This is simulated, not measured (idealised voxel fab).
Name of the process module below: voxel capacitor over wiring
Shown is cross-section cut, with a width of 205 nm and square cells of size 5 nm.
Bands, listed from the top down, are how a cross-section gets written in this document; the cross-section itself is a grid of square cells, and a band is one or more rows of them.
This entry defines a band. It first specifies the height of the band's top and the height of its bottom in nm, and then specifies the band's materials from left to right, stating each material with its width in nm. The word "full width" identifies a single material that fills the band from edge to edge, while the word "air" identifies empty space.
Heights are expressed relative to 0, this being the level below which the as-received wafer comprises one material exclusively. The lowest band is unbounded in the downward direction and is denoted as in "top 0, no bottom".
Width "30..40": first value at the band's top row of cells, second value at its bottom row, equal change from row to row.
"remained the same" after a step means that no cell of the cross-section changed.
Look at "Enclosed voids" for the closed voids: empty spaces with no open path to the top, sized 8 cells or up. Each is width x height at distance, distance from the left edge, all nm.
Past the settings on a step's line: simulator remark, on that step.
Steps that use a mask can have "overlay nm" on their line. It says how far the mask sat to the right of where it was meant to be. Negative means to the left.

[These are the steps we planned for the process]
| 1 | RECEIVE: material Si |
| 2 | CONFORMAL_DEP: material SiO2, thk nm 10 |
| 3 | DIRECTIONAL_DEP: material TiN, thk nm 5 |
| 4 | DIRECTIONAL_DEP: material Ru, thk nm 20 |
| 5 | MASKED_ETCH: tone cover, mask id METAL_1, width nm 25, pitch nm 90, etch materials Ru, depth nm 20, overlay nm 0 |
| 6 | MASKED_ETCH: tone cover, mask id METAL_1, width nm 25, pitch nm 90, etch materials TiN, depth nm 5, overlay nm 0 |
| 7 | CONFORMAL_DEP: material SiN, thk nm 5 |
| 8 | FILL_DEP: material SiO2, thk nm 10 |
| 9 | CMP: height nm 35 |
| 10 | CONFORMAL_DEP: material SiCN, thk nm 5 |
| 11 | DIRECTIONAL_DEP: material lowk, thk nm 20 |
| 12 | DIRECTIONAL_DEP: material aC, thk nm 10 |
| 13 | PATTERN: tone open, mask id PLUG_1, material resist, width nm 15, thk nm 30, overlay nm 0 |
| 14 | DIRECTIONAL_ETCH: etch materials aC, depth nm 10 |
| 15 | STRIP: etch materials resist |
| 16 | DIRECTIONAL_ETCH: etch materials lowk, depth nm 20 |
| 17 | DIRECTIONAL_ETCH: etch materials SiCN, depth nm 5 |
| 18 | STRIP: etch materials aC |
| 19 | EPI: material Ru, thk nm 10 |
| 20 | EPI: material Ru, thk nm 10 |
| 21 | EPI: material Ru, thk nm 5 |
| 22 | DIRECTIONAL_DEP: material TiN, thk nm 10 |
| 23 | DIRECTIONAL_DEP: material SiN, thk nm 5 |
| 24 | DIRECTIONAL_DEP: material TiN, thk nm 5 |
| 25 | PATTERN: tone cover, mask id UPPER_PLATE, material resist, width nm 70, thk nm 15, overlay nm 0 |
| 26 | DIRECTIONAL_ETCH: etch materials TiN, depth nm 5 |
| 27 | DIRECTIONAL_ETCH: etch materials SiN, depth nm 5 |
| 28 | STRIP: etch materials resist |
| 29 | DIRECTIONAL_DEP: material aC, thk nm 15 |
| 30 | PATTERN: tone cover, mask id LOWER_PLATE, material resist, width nm 80, thk nm 30, overlay nm -15 |
| 31 | DIRECTIONAL_ETCH: etch materials aC, depth nm 15 |
| 32 | STRIP: etch materials resist |
| 33 | DIRECTIONAL_ETCH: etch materials TiN, depth nm 10 |
| 34 | STRIP: etch materials aC |
| 35 | FILL_DEP: material SiO2, thk nm 20 |
| 36 | CMP: height nm 95 |
| 37 | MASKED_ETCH: tone open, mask id PLUG_2, width nm 15, etch materials SiO2, depth nm 15, overlay nm 0 |
| 38 | CONFORMAL_DEP: material TiN, thk nm 5 |
| 39 | FILL_DEP: material W, thk nm 10 |
| 40 | CMP: height nm 95 |
| 41 | CONFORMAL_DEP: material SiN, thk nm 5 |
Across this set of wafers, the varied parameter is the overlay nm of step 30. Starting conditions are identical for every wafer, and the plan reports the value assigned to the first wafer.

[Cross-sectional view of the first of several wafers in the as-received condition, corresponding to the state following step 1]
    top 0, no bottom  Si full width
    Enclosed voids: none

[Each row below is a wafer at the end of the module, listing for every material the number of cells it has gained (+) or lost (-) since it was received, followed by its closed voids]
overlay nm -15; +55 Ru; +38 SiCN; +102 SiN; +406 SiO2; +65 TiN; +2 W; +152 lowk; Enclosed voids: none
overlay nm -10; +55 Ru; +38 SiCN; +102 SiN; +407 SiO2; +64 TiN; +2 W; +152 lowk; Enclosed voids: none
overlay nm -5; +55 Ru; +38 SiCN; +102 SiN; +408 SiO2; +63 TiN; +2 W; +152 lowk; Enclosed voids: none
overlay nm 0; +55 Ru; +38 SiCN; +102 SiN; +408 SiO2; +63 TiN; +2 W; +152 lowk; Enclosed voids: none
overlay nm 5; +55 Ru; +38 SiCN; +102 SiN; +408 SiO2; +63 TiN; +2 W; +152 lowk; Enclosed voids: none
overlay nm 10; +55 Ru; +38 SiCN; +102 SiN; +407 SiO2; +64 TiN; +2 W; +152 lowk; Enclosed voids: none
overlay nm 15; +55 Ru; +38 SiCN; +102 SiN; +406 SiO2; +65 TiN; +2 W; +152 lowk; Enclosed voids: none
